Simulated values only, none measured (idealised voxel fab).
voxel transistor to metal: a process module
260 nm wide, 5 nm square cells: that's cross-section cut.
Bands, listed from the top down, are how a cross-section gets written in this document; the cross-section itself is a grid of square cells, and a band is one or more rows of them. First you get the band's top height and its bottom height, in nm, and then the materials it's made of, left to right, with each width in nm. If you see a single material with "edge to edge", that one covers the band edge to edge. "blank" is empty space. Heights from 0 (as-received wafer is one material below). Bottom band endless downward, as "0 down". The notation "30 to 40" denotes a width that varies across the rows of cells in the band, beginning at the first number in the top row, finishing at the second number in the bottom row, and changing by an identical amount from each row to the next. The cross-section has no changed cell in any step marked "no change occurred". "Closed void table" - sealed voids, min. 8 cells, no opening to top; format: width x height at distance (distance from left edge; nm throughout). Heads up: the bit after the settings on a step's line is the simulator's remark on that step. For masked steps, "overlay nm" on the step line gives how far right of plan the mask actually lay; a minus sign means it lay to the left. Reading guide: pairs of cross-sections, before and after one process step; after view cut off at lowest changed band; step and settings listed under each pair. Pairs may stem from different runs of this module on the same starting wafer; continuity with the pair above only where the "Pre-step view" entry states it.

**Pre-step view**
75 to 50  SiO2=30; TiN=5; Cu=5; TiN=5; SiO2=50; TiN=5; Cu=5; TiN=5; SiO2=40; TiN=5; Cu=5; TiN=5; SiO2=50; TiN=5; Cu=5; TiN=5; SiO2=30
50 to 45  SiN=30; TiN=15; SiN=50; TiN=15; SiN=40; TiN=15; SiN=50; TiN=15; SiN=30
45 to 35  SiO2=30; TiN=5; W=15; TiN=5; SiO2=30; TiN=5; W=15; TiN=5; SiO2=40; TiN=5; W=15; TiN=5; SiO2=30; TiN=5; W=15; TiN=5; SiO2=30
35 to 25  SiO2=30; TiN=5; W=15; TiN=5; SiN=5; SiCN=20; SiN=5; TiN=5; W=15; TiN=5; SiO2=40; TiN=5; W=15; TiN=5; SiN=5; SiCN=20; SiN=5; TiN=5; W=15; TiN=5; SiO2=30
25 to 5  SiO2=30; TiN=5; W=15; TiN=5; SiN=5; polySi=20; SiN=5; TiN=5; W=15; TiN=5; SiO2=40; TiN=5; W=15; TiN=5; SiN=5; polySi=20; SiN=5; TiN=5; W=15; TiN=5; SiO2=30
5 to 0  SiO2=30; TiN=25; SiN=5; polySi=20; SiN=5; TiN=25; SiO2=40; TiN=25; SiN=5; polySi=20; SiN=5; TiN=25; SiO2=30
0 to -5  SiO2=20; SiN=5; SiGe=30; SiO2=30; SiGe=30; SiN=5; SiO2=20; SiN=5; SiGe=30; SiO2=30; SiGe=30; SiN=5; SiO2=20
-5 to -15  SiO2=20; SiN=5; SiO2=5; Si=80; SiO2=5; SiN=5; SiO2=20; SiN=5; SiO2=5; Si=80; SiO2=5; SiN=5; SiO2=20
-15 to -20  SiO2=30; Si=80; SiO2=40; Si=80; SiO2=30
-20 to -30  SiO2=25; Si=90; SiO2=30; Si=90; SiO2=25
-30 down  Si edge to edge
Closed void table: none

**Sectional View, Post-Process**
80 to 75  blank=25; Ru=25; blank=40; Ru=25; blank=30; Ru=25; blank=40; Ru=25; blank=25
Below 75 it's all the same as before, nothing changed down there.
Closed void table: none
Relating the two cross-sections above, the step in between is op EPI | material Ru | thk nm 5

Pre-step view: same picture as after in the pair right above, so we don't repeat it.

**Sectional View, Post-Process**
85 to 80  SiCN edge to edge
80 to 75  SiCN=25; Ru=25; SiCN=40; Ru=25; SiCN=30; Ru=25; SiCN=40; Ru=25; SiCN=25
Below 75 it's all the same as before, nothing changed down there.
Closed void table: none
Relating the two cross-sections above, the step in between is op FILL_DEP | material SiCN | thk nm 5

Pre-step view: same picture as after in the pair right above, so we don't repeat it.

**Sectional View, Post-Process**
110 to 85  lowk edge to edge
Below 85 it's all the same as before, nothing changed down there.
Closed void table: none
Relating the two cross-sections above, the step in between is op DIRECTIONAL_DEP | material lowk | thk nm 25

Pre-step view: same picture as after in the pair right above, so we don't repeat it.

**Sectional View, Post-Process**
125 to 110  resist=30; blank=15; resist=105; blank=15; resist=95
Below 110 it's all the same as before, nothing changed down there.
Closed void table: none
Relating the two cross-sections above, the step in between is op PATTERN | tone open | mask id METAL_2 | material resist | width nm 15 | pitch nm 120 | thk nm 15 | overlay nm 0

Pre-step view: same picture as after in the pair right above, so we don't repeat it.

**Sectional View, Post-Process**
125 to 110  resist=30; blank=15; resist=105; blank=15; resist=95
110 to 95  lowk=30; blank=15; lowk=105; blank=15; lowk=95
Below 95 it's all the same as before, nothing changed down there.
Closed void table: none
Relating the two cross-sections above, the step in between is op DIRECTIONAL_ETCH | etch materials lowk | depth nm 15

Pre-step view: same picture as after in the pair right above, so we don't repeat it.

**Sectional View, Post-Process**
110 to 95  lowk=30; blank=15; lowk=105; blank=15; lowk=95
Below 95 it's all the same as before, nothing changed down there.
Closed void table: none
Relating the two cross-sections above, the step in between is op STRIP | etch materials resist

Pre-step view: same picture as after in the pair right above, so we don't repeat it.

**Sectional View, Post-Process**
120 to 110  aC=30; blank=15; aC=105; blank=15; aC=95
110 to 105  lowk=30; blank=15; lowk=105; blank=15; lowk=95
105 to 95  lowk=30; aC=15; lowk=105; aC=15; lowk=95
Below 95 it's all the same as before, nothing changed down there.
Closed void table: none
Relating the two cross-sections above, the step in between is op DIRECTIONAL_DEP | material aC | thk nm 10

Pre-step view: same picture as after in the pair right above, so we don't repeat it.

**Sectional View, Post-Process**
150 to 120  resist=30; blank=15; resist=105; blank=15; resist=95
Below 120 it's all the same as before, nothing changed down there.
Closed void table: none
Relating the two cross-sections above, the step in between is op PATTERN | tone open | mask id METAL_2_HOLES | material resist | width nm 15 | pitch nm 120 | thk nm 30 | overlay nm 0

Pre-step view: same picture as after in the pair right above, so we don't repeat it.

**Sectional View, Post-Process**
140 to 120  resist=30; blank=15; resist=105; blank=15; resist=95
120 to 110  aC=30; blank=15; aC=105; blank=15; aC=95
110 to 95  lowk=30; blank=15; lowk=105; blank=15; lowk=95
Below 95 it's all the same as before, nothing changed down there.
Closed void table: none
Relating the two cross-sections above, the step in between is op DIRECTIONAL_ETCH | etch materials aC | depth nm 10

Pre-step view: same picture as after in the pair right above, so we don't repeat it.

**Sectional View, Post-Process**
120 to 110  aC=30; blank=15; aC=105; blank=15; aC=95
Below 110 it's all the same as before, nothing changed down there.
Closed void table: none
Relating the two cross-sections above, the step in between is op STRIP | etch materials resist

Pre-step view: same picture as after in the pair right above, so we don't repeat it.

**Sectional View, Post-Process**
120 to 110  aC=30; blank=15; aC=105; blank=15; aC=95
110 to 85  lowk=30; blank=15; lowk=105; blank=15; lowk=95
Below 85 it's all the same as before, nothing changed down there.
Closed void table: none
Relating the two cross-sections above, the step in between is op DIRECTIONAL_ETCH | etch materials lowk | depth nm 10

Pre-step view: same picture as after in the pair right above, so we don't repeat it.

**Sectional View, Post-Process**
120 to 110  aC=30; blank=15; aC=105; blank=15; aC=95
110 to 85  lowk=30; blank=15; lowk=105; blank=15; lowk=95
85 to 80  SiCN=30; blank=15; SiCN=105; blank=15; SiCN=95
Below 80 it's all the same as before, nothing changed down there.
Closed void table: none
Relating the two cross-sections above, the step in between is op DIRECTIONAL_ETCH | etch materials SiCN | depth nm 5

Pre-step view: same picture as after in the pair right above, so we don't repeat it.

**Sectional View, Post-Process**
110 to 85  lowk=30; blank=15; lowk=105; blank=15; lowk=95
Below 85 it's all the same as before, nothing changed down there.
Closed void table: none
Relating the two cross-sections above, the step in between is op STRIP | etch materials aC

Pre-step view: same picture as after in the pair right above, so we don't repeat it.

**Sectional View, Post-Process**
115 to 110  TiN=35; blank=5; TiN=115; blank=5; TiN=100
110 to 85  lowk=30; TiN=5; blank=5; TiN=5; lowk=105; TiN=5; blank=5; TiN=5; lowk=95
85 to 80  SiCN=30; TiN=15; SiCN=105; TiN=15; SiCN=95
Below 80 it's all the same as before, nothing changed down there.
Closed void table: none
Relating the two cross-sections above, the step in between is op CONFORMAL_DEP | material TiN | thk nm 5

Pre-step view: same picture as after in the pair right above, so we don't repeat it.

**Sectional View, Post-Process**
120 to 115  Cu edge to edge
115 to 110  TiN=35; Cu=5; TiN=115; Cu=5; TiN=100
110 to 85  lowk=30; TiN=5; Cu=5; TiN=5; lowk=105; TiN=5; Cu=5; TiN=5; lowk=95
Below 85 it's all the same as before, nothing changed down there.
Closed void table: none
Relating the two cross-sections above, the step in between is op FILL_DEP | material Cu | thk nm 5

Pre-step view: same picture as after in the pair right above, so we don't repeat it.

**Sectional View, Post-Process**
110 to 85  lowk=30; TiN=5; Cu=5; TiN=5; lowk=105; TiN=5; Cu=5; TiN=5; lowk=95
Below 85 it's all the same as before, nothing changed down there.
Closed void table: none
Relating the two cross-sections above, the step in between is op CMP | height nm 110

Pre-step view: same picture as after in the pair right above, so we don't repeat it.

**Sectional View, Post-Process**
115 to 110  SiN edge to edge
Below 110 it's all the same as before, nothing changed down there.
Closed void table: none
Relating the two cross-sections above, the step in between is op CONFORMAL_DEP | material SiN | thk nm 5

**Pre-step view**
45 to 35  SiO2=30; TiN=5; W=15; TiN=5; SiO2=30; TiN=5; W=15; TiN=5; SiO2=40; TiN=5; W=15; TiN=5; SiO2=30; TiN=5; W=15; TiN=5; SiO2=30
35 to 25  SiO2=30; TiN=5; W=15; TiN=5; SiN=5; SiCN=20; SiN=5; TiN=5; W=15; TiN=5; SiO2=40; TiN=5; W=15; TiN=5; SiN=5; SiCN=20; SiN=5; TiN=5; W=15; TiN=5; SiO2=30
25 to 5  SiO2=30; TiN=5; W=15; TiN=5; SiN=5; polySi=20; SiN=5; TiN=5; W=15; TiN=5; SiO2=40; TiN=5; W=15; TiN=5; SiN=5; polySi=20; SiN=5; TiN=5; W=15; TiN=5; SiO2=30
5 to 0  SiO2=30; TiN=25; SiN=5; polySi=20; SiN=5; TiN=25; SiO2=40; TiN=25; SiN=5; polySi=20; SiN=5; TiN=25; SiO2=30
0 to -5  SiO2=20; SiGe=35; SiO2=30; SiGe=35; SiO2=20; SiGe=35; SiO2=30; SiGe=35; SiO2=20
-5 to -30  SiO2=25; Si=90; SiO2=30; Si=90; SiO2=25
-30 down  Si edge to edge
Closed void table: none

**Sectional View, Post-Process**
70 to 45  SiO2 edge to edge
Below 45 it's all the same as before, nothing changed down there.
Closed void table: none
Relating the two cross-sections above, the step in between is op DIRECTIONAL_DEP | material SiO2 | thk nm 25

Pre-step view: same picture as after in the pair right above, so we don't repeat it.

**Sectional View, Post-Process**
75 to 70  SiN edge to edge
Below 70 it's all the same as before, nothing changed down there.
Closed void table: none
Relating the two cross-sections above, the step in between is op CONFORMAL_DEP | material SiN | thk nm 5

Pre-step view: same picture as after in the pair right above, so we don't repeat it.

**Sectional View, Post-Process**
90 to 75  aC edge to edge
Below 75 it's all the same as before, nothing changed down there.
Closed void table: none
Relating the two cross-sections above, the step in between is op DIRECTIONAL_DEP | material aC | thk nm 15

Pre-step view: same picture as after in the pair right above, so we don't repeat it.

**Sectional View, Post-Process**
125 to 90  resist=30; blank=15; resist=50; blank=15; resist=40; blank=15; resist=50; blank=15; resist=30
Below 90 it's all the same as before, nothing changed down there.
Closed void table: none
Relating the two cross-sections above, the step in between is op PATTERN | tone open | mask id METAL_1 | material resist | width nm 15 | thk nm 35 | overlay nm 0

Pre-step view: same picture as after in the pair right above, so we don't repeat it.

**Sectional View, Post-Process**
110 to 90  resist=30; blank=15; resist=50; blank=15; resist=40; blank=15; resist=50; blank=15; resist=30
90 to 75  aC=30; blank=15; aC=50; blank=15; aC=40; blank=15; aC=50; blank=15; aC=30
Below 75 it's all the same as before, nothing changed down there.
Closed void table: none
Relating the two cross-sections above, the step in between is op DIRECTIONAL_ETCH | etch materials aC | depth nm 15

Pre-step view: same picture as after in the pair right above, so we don't repeat it.

**Sectional View, Post-Process**
90 to 75  aC=30; blank=15; aC=50; blank=15; aC=40; blank=15; aC=50; blank=15; aC=30
Below 75 it's all the same as before, nothing changed down there.
Closed void table: none
Relating the two cross-sections above, the step in between is op STRIP | etch materials resist

Pre-step view: same picture as after in the pair right above, so we don't repeat it.

**Sectional View, Post-Process**
90 to 75  aC=30; blank=15; aC=50; blank=15; aC=40; blank=15; aC=50; blank=15; aC=30
75 to 70  SiN=30; blank=15; SiN=50; blank=15; SiN=40; blank=15; SiN=50; blank=15; SiN=30
Below 70 it's all the same as before, nothing changed down there.
Closed void table: none
Relating the two cross-sections above, the step in between is op DIRECTIONAL_ETCH | etch materials SiN | depth nm 5

Pre-step view: same picture as after in the pair right above, so we don't repeat it.

**Sectional View, Post-Process**
75 to 70  SiN=30; blank=15; SiN=50; blank=15; SiN=40; blank=15; SiN=50; blank=15; SiN=30
Below 70 it's all the same as before, nothing changed down there.
Closed void table: none
Relating the two cross-sections above, the step in between is op STRIP | etch materials aC

Pre-step view: same picture as after in the pair right above, so we don't repeat it.

**Sectional View, Post-Process**
80 to 75  TiN=35; blank=5; TiN=60; blank=5; TiN=50; blank=5; TiN=60; blank=5; TiN=35
75 to 70  SiN=30; TiN=15; SiN=50; TiN=15; SiN=40; TiN=15; SiN=50; TiN=15; SiN=30
Below 70 it's all the same as before, nothing changed down there.
Closed void table: none
Relating the two cross-sections above, the step in between is op CONFORMAL_DEP | material TiN | thk nm 5

Pre-step view: same picture as after in the pair right above, so we don't repeat it.

**Sectional View, Post-Process**
85 to 80  Cu edge to edge
80 to 75  TiN=35; Cu=5; TiN=60; Cu=5; TiN=50; Cu=5; TiN=60; Cu=5; TiN=35
Below 75 it's all the same as before, nothing changed down there.
Closed void table: none
Relating the two cross-sections above, the step in between is op FILL_DEP | material Cu | thk nm 5

Pre-step view: same picture as after in the pair right above, so we don't repeat it.

**Sectional View, Post-Process**
75 to 70  SiN=30; TiN=15; SiN=50; TiN=15; SiN=40; TiN=15; SiN=50; TiN=15; SiN=30
Below 70 it's all the same as before, nothing changed down there.
Closed void table: none
Relating the two cross-sections above, the step in between is op CMP | height nm 75

Pre-step view: same picture as after in the pair right above, so we don't repeat it.

**Sectional View, Post-Process**
80 to 75  blank=25; Ru=25; blank=40; Ru=25; blank=30; Ru=25; blank=40; Ru=25; blank=25
Below 75 it's all the same as before, nothing changed down there.
Closed void table: none
Relating the two cross-sections above, the step in between is op EPI | material Ru | thk nm 5

Pre-step view: same picture as after in the pair right above, so we don't repeat it.

**Sectional View, Post-Process**
85 to 80  SiCN edge to edge
80 to 75  SiCN=25; Ru=25; SiCN=40; Ru=25; SiCN=30; Ru=25; SiCN=40; Ru=25; SiCN=25
Below 75 it's all the same as before, nothing changed down there.
Closed void table: none
Relating the two cross-sections above, the step in between is op FILL_DEP | material SiCN | thk nm 5

Pre-step view: same picture as after in the pair right above, so we don't repeat it.

**Sectional View, Post-Process**
110 to 85  lowk edge to edge
Below 85 it's all the same as before, nothing changed down there.
Closed void table: none
Relating the two cross-sections above, the step in between is op DIRECTIONAL_DEP | material lowk | thk nm 25

Pre-step view: same picture as after in the pair right above, so we don't repeat it.

**Sectional View, Post-Process**
125 to 110  resist=30; blank=15; resist=105; blank=15; resist=95
Below 110 it's all the same as before, nothing changed down there.
Closed void table: none
Relating the two cross-sections above, the step in between is op PATTERN | tone open | mask id METAL_2 | material resist | width nm 15 | pitch nm 120 | thk nm 15 | overlay nm 0

Pre-step view: same picture as after in the pair right above, so we don't repeat it.

**Sectional View, Post-Process**
125 to 110  resist=30; blank=15; resist=105; blank=15; resist=95
110 to 95  lowk=30; blank=15; lowk=105; blank=15; lowk=95
Below 95 it's all the same as before, nothing changed down there.
Closed void table: none
Relating the two cross-sections above, the step in between is op DIRECTIONAL_ETCH | etch materials lowk | depth nm 15

Pre-step view: same picture as after in the pair right above, so we don't repeat it.

**Sectional View, Post-Process**
110 to 95  lowk=30; blank=15; lowk=105; blank=15; lowk=95
Below 95 it's all the same as before, nothing changed down there.
Closed void table: none
Relating the two cross-sections above, the step in between is op STRIP | etch materials resist

Pre-step view: same picture as after in the pair right above, so we don't repeat it.

**Sectional View, Post-Process**
120 to 110  aC=30; blank=15; aC=105; blank=15; aC=95
110 to 105  lowk=30; blank=15; lowk=105; blank=15; lowk=95
105 to 95  lowk=30; aC=15; lowk=105; aC=15; lowk=95
Below 95 it's all the same as before, nothing changed down there.
Closed void table: none
Relating the two cross-sections above, the step in between is op DIRECTIONAL_DEP | material aC | thk nm 10

Pre-step view: same picture as after in the pair right above, so we don't repeat it.

**Sectional View, Post-Process**
150 to 120  resist=30; blank=15; resist=105; blank=15; resist=95
Below 120 it's all the same as before, nothing changed down there.
Closed void table: none
Relating the two cross-sections above, the step in between is op PATTERN | tone open | mask id METAL_2_HOLES | material resist | width nm 15 | pitch nm 120 | thk nm 30 | overlay nm 0

Pre-step view: same picture as after in the pair right above, so we don't repeat it.

**Sectional View, Post-Process**
140 to 120  resist=30; blank=15; resist=105; blank=15; resist=95
120 to 110  aC=30; blank=15; aC=105; blank=15; aC=95
110 to 95  lowk=30; blank=15; lowk=105; blank=15; lowk=95
Below 95 it's all the same as before, nothing changed down there.
Closed void table: none
Relating the two cross-sections above, the step in between is op DIRECTIONAL_ETCH | etch materials aC | depth nm 10

Pre-step view: same picture as after in the pair right above, so we don't repeat it.

**Sectional View, Post-Process**
120 to 110  aC=30; blank=15; aC=105; blank=15; aC=95
Below 110 it's all the same as before, nothing changed down there.
Closed void table: none
Relating the two cross-sections above, the step in between is op STRIP | etch materials resist

Pre-step view: same picture as after in the pair right above, so we don't repeat it.

**Sectional View, Post-Process**
120 to 110  aC=30; blank=15; aC=105; blank=15; aC=95
110 to 85  lowk=30; blank=15; lowk=105; blank=15; lowk=95
Below 85 it's all the same as before, nothing changed down there.
Closed void table: none
Relating the two cross-sections above, the step in between is op DIRECTIONAL_ETCH | etch materials lowk | depth nm 10

Pre-step view: same picture as after in the pair right above, so we don't repeat it.

**Sectional View, Post-Process**
120 to 110  aC=30; blank=15; aC=105; blank=15; aC=95
110 to 85  lowk=30; blank=15; lowk=105; blank=15; lowk=95
85 to 80  SiCN=30; blank=15; SiCN=105; blank=15; SiCN=95
Below 80 it's all the same as before, nothing changed down there.
Closed void table: none
Relating the two cross-sections above, the step in between is op DIRECTIONAL_ETCH | etch materials SiCN | depth nm 5

Pre-step view: same picture as after in the pair right above, so we don't repeat it.

**Sectional View, Post-Process**
110 to 85  lowk=30; blank=15; lowk=105; blank=15; lowk=95
Below 85 it's all the same as before, nothing changed down there.
Closed void table: none
Relating the two cross-sections above, the step in between is op STRIP | etch materials aC

Pre-step view: same picture as after in the pair right above, so we don't repeat it.

**Sectional View, Post-Process**
115 to 110  TiN=35; blank=5; TiN=115; blank=5; TiN=100
110 to 85  lowk=30; TiN=5; blank=5; TiN=5; lowk=105; TiN=5; blank=5; TiN=5; lowk=95
85 to 80  SiCN=30; TiN=15; SiCN=105; TiN=15; SiCN=95
Below 80 it's all the same as before, nothing changed down there.
Closed void table: none
Relating the two cross-sections above, the step in between is op CONFORMAL_DEP | material TiN | thk nm 5

Pre-step view: same picture as after in the pair right above, so we don't repeat it.

**Sectional View, Post-Process**
120 to 115  Cu edge to edge
115 to 110  TiN=35; Cu=5; TiN=115; Cu=5; TiN=100
110 to 85  lowk=30; TiN=5; Cu=5; TiN=5; lowk=105; TiN=5; Cu=5; TiN=5; lowk=95
Below 85 it's all the same as before, nothing changed down there.
Closed void table: none
Relating the two cross-sections above, the step in between is op FILL_DEP | material Cu | thk nm 5

Pre-step view: same picture as after in the pair right above, so we don't repeat it.

**Sectional View, Post-Process**
110 to 85  lowk=30; TiN=5; Cu=5; TiN=5; lowk=105; TiN=5; Cu=5; TiN=5; lowk=95
Below 85 it's all the same as before, nothing changed down there.
Closed void table: none
Relating the two cross-sections above, the step in between is op CMP | height nm 110

Pre-step view: same picture as after in the pair right above, so we don't repeat it.

**Sectional View, Post-Process**
115 to 110  SiN edge to edge
Below 110 it's all the same as before, nothing changed down there.
Closed void table: none
Relating the two cross-sections above, the step in between is op CONFORMAL_DEP | material SiN | thk nm 5

**Pre-step view**
120 to 115  Cu edge to edge
115 to 110  TiN=35; Cu=5; TiN=115; Cu=5; TiN=100
110 to 85  lowk=30; TiN=5; Cu=5; TiN=5; lowk=105; TiN=5; Cu=5; TiN=5; lowk=95
85 to 80  SiCN=30; TiN=15; SiCN=105; TiN=15; SiCN=95
80 to 75  SiCN=25; Ru=25; SiCN=40; Ru=25; SiCN=30; Ru=25; SiCN=40; Ru=25; SiCN=25
75 to 50  SiO2=30; TiN=5; Cu=5; TiN=5; SiO2=50; TiN=5; Cu=5; TiN=5; SiO2=40; TiN=5; Cu=5; TiN=5; SiO2=50; TiN=5; Cu=5; TiN=5; SiO2=30
50 to 45  SiN=30; TiN=15; SiN=50; TiN=15; SiN=40; TiN=15; SiN=50; TiN=15; SiN=30
45 to 35  SiO2=30; TiN=5; W=15; TiN=5; SiO2=30; TiN=5; W=15; TiN=5; SiO2=40; TiN=5; W=15; TiN=5; SiO2=30; TiN=5; W=15; TiN=5; SiO2=30
35 to 25  SiO2=30; TiN=5; W=15; TiN=5; SiN=5; SiCN=20; SiN=5; TiN=5; W=15; TiN=5; SiO2=40; TiN=5; W=15; TiN=5; SiN=5; SiCN=20; SiN=5; TiN=5; W=15; TiN=5; SiO2=30
25 to 5  SiO2=30; TiN=5; W=15; TiN=5; SiN=5; polySi=20; SiN=5; TiN=5; W=15; TiN=5; SiO2=40; TiN=5; W=15; TiN=5; SiN=5; polySi=20; SiN=5; TiN=5; W=15; TiN=5; SiO2=30
5 to 0  SiO2=30; TiN=25; SiN=5; polySi=20; SiN=5; TiN=25; SiO2=40; TiN=25; SiN=5; polySi=20; SiN=5; TiN=25; SiO2=30
0 to -5  SiO2=20; SiGe=35; SiO2=30; SiGe=35; SiO2=20; SiGe=35; SiO2=30; SiGe=35; SiO2=20
-5 to -30  SiO2=25; Si=90; SiO2=30; Si=90; SiO2=25
-30 down  Si edge to edge
Closed void table: none

**Sectional View, Post-Process**
105 to 85  lowk=30; TiN=5; Cu=5; TiN=5; lowk=105; TiN=5; Cu=5; TiN=5; lowk=95
Below 85 it's all the same as before, nothing changed down there.
Closed void table: none
Relating the two cross-sections above, the step in between is op CMP | height nm 105

Pre-step view: same picture as after in the pair right above, so we don't repeat it.

**Sectional View, Post-Process**
110 to 105  SiN edge to edge
Below 105 it's all the same as before, nothing changed down there.
Closed void table: none
Relating the two cross-sections above, the step in between is op CONFORMAL_DEP | material SiN | thk nm 5

**Pre-step view**
20 to 5  SiN edge to edge
5 to 0  SiO2 edge to edge
0 down  Si edge to edge
Closed void table: none

**Sectional View, Post-Process**
40 to 20  blank=25; resist=95; blank=25; resist=95; blank=20
Below 20 it's all the same as before, nothing changed down there.
Closed void table: none
Relating the two cross-sections above, the step in between is op PATTERN | tone cover | mask id ACTIVE | material resist | width nm 95 | pitch nm 120 | thk nm 20 | overlay nm 0

Pre-step view: same picture as after in the pair right above, so we don't repeat it.

**Sectional View, Post-Process**
40 to 20  blank=25; resist=95; blank=25; resist=95; blank=20
20 to 5  blank=25; SiN=95; blank=25; SiN=95; blank=20
Below 5 it's all the same as before, nothing changed down there.
Closed void table: none
Relating the two cross-sections above, the step in between is op DIRECTIONAL_ETCH | etch materials SiN | depth nm 15

Pre-step view: same picture as after in the pair right above, so we don't repeat it.

**Sectional View, Post-Process**
40 to 20  blank=25; resist=95; blank=25; resist=95; blank=20
20 to 5  blank=25; SiN=95; blank=25; SiN=95; blank=20
5 to 0  blank=25; SiO2=95; blank=25; SiO2=95; blank=20
Below 0 it's all the same as before, nothing changed down there.
Closed void table: none
Relating the two cross-sections above, the step in between is op DIRECTIONAL_ETCH | etch materials SiO2 | depth nm 5

Pre-step view: same picture as after in the pair right above, so we don't repeat it.

**Sectional View, Post-Process**
40 to 20  blank=25; resist=95; blank=25; resist=95; blank=20
20 to 5  blank=25; SiN=95; blank=25; SiN=95; blank=20
5 to 0  blank=25; SiO2=95; blank=25; SiO2=95; blank=20
0 to -30  blank=25; Si=95; blank=25; Si=95; blank=20
Below -30 it's all the same as before, nothing changed down there.
Closed void table: none
Relating the two cross-sections above, the step in between is op DIRECTIONAL_ETCH | etch materials Si | depth nm 30

Pre-step view: same picture as after in the pair right above, so we don't repeat it.

**Sectional View, Post-Process**
20 to 5  blank=25; SiN=95; blank=25; SiN=95; blank=20
Below 5 it's all the same as before, nothing changed down there.
Closed void table: none
Relating the two cross-sections above, the step in between is op STRIP | etch materials resist

Pre-step view: same picture as after in the pair right above, so we don't repeat it.

**Sectional View, Post-Process**
25 to 20  SiO2 edge to edge
20 to 5  SiO2=25; SiN=95; SiO2=25; SiN=95; SiO2=20
5 to 0  SiO2 edge to edge
0 to -30  SiO2=25; Si=95; SiO2=25; Si=95; SiO2=20
Below -30 it's all the same as before, nothing changed down there.
Closed void table: none
Relating the two cross-sections above, the step in between is op FILL_DEP | material SiO2 | thk nm 5

Pre-step view: same picture as after in the pair right above, so we don't repeat it.

**Sectional View, Post-Process**
20 to 5  SiO2=25; SiN=95; SiO2=25; SiN=95; SiO2=20
Below 5 it's all the same as before, nothing changed down there.
Closed void table: none
Relating the two cross-sections above, the step in between is op CMP | height nm 20

Pre-step view: same picture as after in the pair right above, so we don't repeat it.

**Sectional View, Post-Process**
20 to 5  blank=25; SiN=95; blank=25; SiN=95; blank=20
Below 5 it's all the same as before, nothing changed down there.
Closed void table: none
Relating the two cross-sections above, the step in between is op SELECTIVE_ETCH | etch materials SiO2 | depth nm 15

Pre-step view: same picture as after in the pair right above, so we don't repeat it.

**Sectional View, Post-Process**
5 to 0  SiO2 edge to edge
Below 0 it's all the same as before, nothing changed down there.
Closed void table: none
Relating the two cross-sections above, the step in between is op STRIP | etch materials SiN

Pre-step view: same picture as after in the pair right above, so we don't repeat it.

**Sectional View, Post-Process**
0 to -30  SiO2=25; Si=95; SiO2=25; Si=95; SiO2=20
Below -30 it's all the same as before, nothing changed down there.
Closed void table: none
Relating the two cross-sections above, the step in between is op SELECTIVE_ETCH | etch materials SiO2 | depth nm 5

Pre-step view: same picture as after in the pair right above, so we don't repeat it.

**Sectional View, Post-Process**
0 to -5  SiO2 edge to edge
Below -5 it's all the same as before, nothing changed down there.
Closed void table: none
Relating the two cross-sections above, the step in between is op OXIDIZE | depth nm 5

Pre-step view: same picture as after in the pair right above, so we don't repeat it.

**Sectional View, Post-Process**
25 to 0  polySi edge to edge
Below 0 it's all the same as before, nothing changed down there.
Closed void table: none
Relating the two cross-sections above, the step in between is op DIRECTIONAL_DEP | material polySi | thk nm 25

Pre-step view: same picture as after in the pair right above, so we don't repeat it.

**Sectional View, Post-Process**
35 to 25  SiCN edge to edge
Below 25 it's all the same as before, nothing changed down there.
Closed void table: none
Relating the two cross-sections above, the step in between is op DIRECTIONAL_DEP | material SiCN | thk nm 10

Pre-step view: same picture as after in the pair right above, so we don't repeat it.

**Sectional View, Post-Process**
35 to 25  blank=60; SiCN=20; blank=100; SiCN=20; blank=60
Below 25 it's all the same as before, nothing changed down there.
Closed void table: none
Relating the two cross-sections above, the step in between is op MASKED_ETCH | tone cover | mask id GATE | width nm 20 | pitch nm 120 | etch materials SiCN | depth nm 20 | overlay nm 0

Pre-step view: same picture as after in the pair right above, so we don't repeat it.

**Sectional View, Post-Process**
35 to 25  blank=60; SiCN=20; blank=100; SiCN=20; blank=60
25 to 0  blank=60; polySi=20; blank=100; polySi=20; blank=60
Below 0 it's all the same as before, nothing changed down there.
Closed void table: none
Relating the two cross-sections above, the step in between is op MASKED_ETCH | tone cover | mask id GATE | width nm 20 | pitch nm 120 | etch materials polySi | depth nm 35 | overlay nm 0

Pre-step view: same picture as after in the pair right above, so we don't repeat it.

**Sectional View, Post-Process**
40 to 35  blank=55; SiN=30; blank=90; SiN=30; blank=55
35 to 25  blank=55; SiN=5; SiCN=20; SiN=5; blank=90; SiN=5; SiCN=20; SiN=5; blank=55
25 to 5  blank=55; SiN=5; polySi=20; SiN=5; blank=90; SiN=5; polySi=20; SiN=5; blank=55
5 to 0  SiN=60; polySi=20; SiN=100; polySi=20; SiN=60
Below 0 it's all the same as before, nothing changed down there.
Closed void table: none
Relating the two cross-sections above, the step in between is op CONFORMAL_DEP | material SiN | thk nm 5

Pre-step view: same picture as after in the pair right above, so we don't repeat it.

**Sectional View, Post-Process**
35 to 25  blank=55; SiN=5; SiCN=20; SiN=5; blank=90; SiN=5; SiCN=20; SiN=5; blank=55
25 to 0  blank=55; SiN=5; polySi=20; SiN=5; blank=90; SiN=5; polySi=20; SiN=5; blank=55
Below 0 it's all the same as before, nothing changed down there.
Closed void table: none
Relating the two cross-sections above, the step in between is op DIRECTIONAL_ETCH | etch materials SiN | depth nm 5

Pre-step view: same picture as after in the pair right above, so we don't repeat it.

**Sectional View, Post-Process**
35 to 25  blank=55; SiN=5; SiCN=20; SiN=5; blank=90; SiN=5; SiCN=20; SiN=5; blank=55
25 to 0  blank=55; SiN=5; polySi=20; SiN=5; blank=90; SiN=5; polySi=20; SiN=5; blank=55
0 to -5  blank=55; SiO2=30; blank=90; SiO2=30; blank=55
Below -5 it's all the same as before, nothing changed down there.
Closed void table: none
Relating the two cross-sections above, the step in between is op DIRECTIONAL_ETCH | etch materials SiO2 | depth nm 5

Pre-step view: same picture as after in the pair right above, so we don't repeat it.

**Sectional View, Post-Process**
35 to 25  blank=55; SiN=5; SiCN=20; SiN=5; blank=90; SiN=5; SiCN=20; SiN=5; blank=55
25 to 0  blank=55; SiN=5; polySi=20; SiN=5; blank=90; SiN=5; polySi=20; SiN=5; blank=55
0 to -5  blank=20; SiGe=35; SiO2=30; SiGe=40; blank=15; SiGe=35; SiO2=30; SiGe=40; blank=15
Below -5 it's all the same as before, nothing changed down there.
Closed void table: none
Relating the two cross-sections above, the step in between is op EPI | material SiGe | thk nm 5
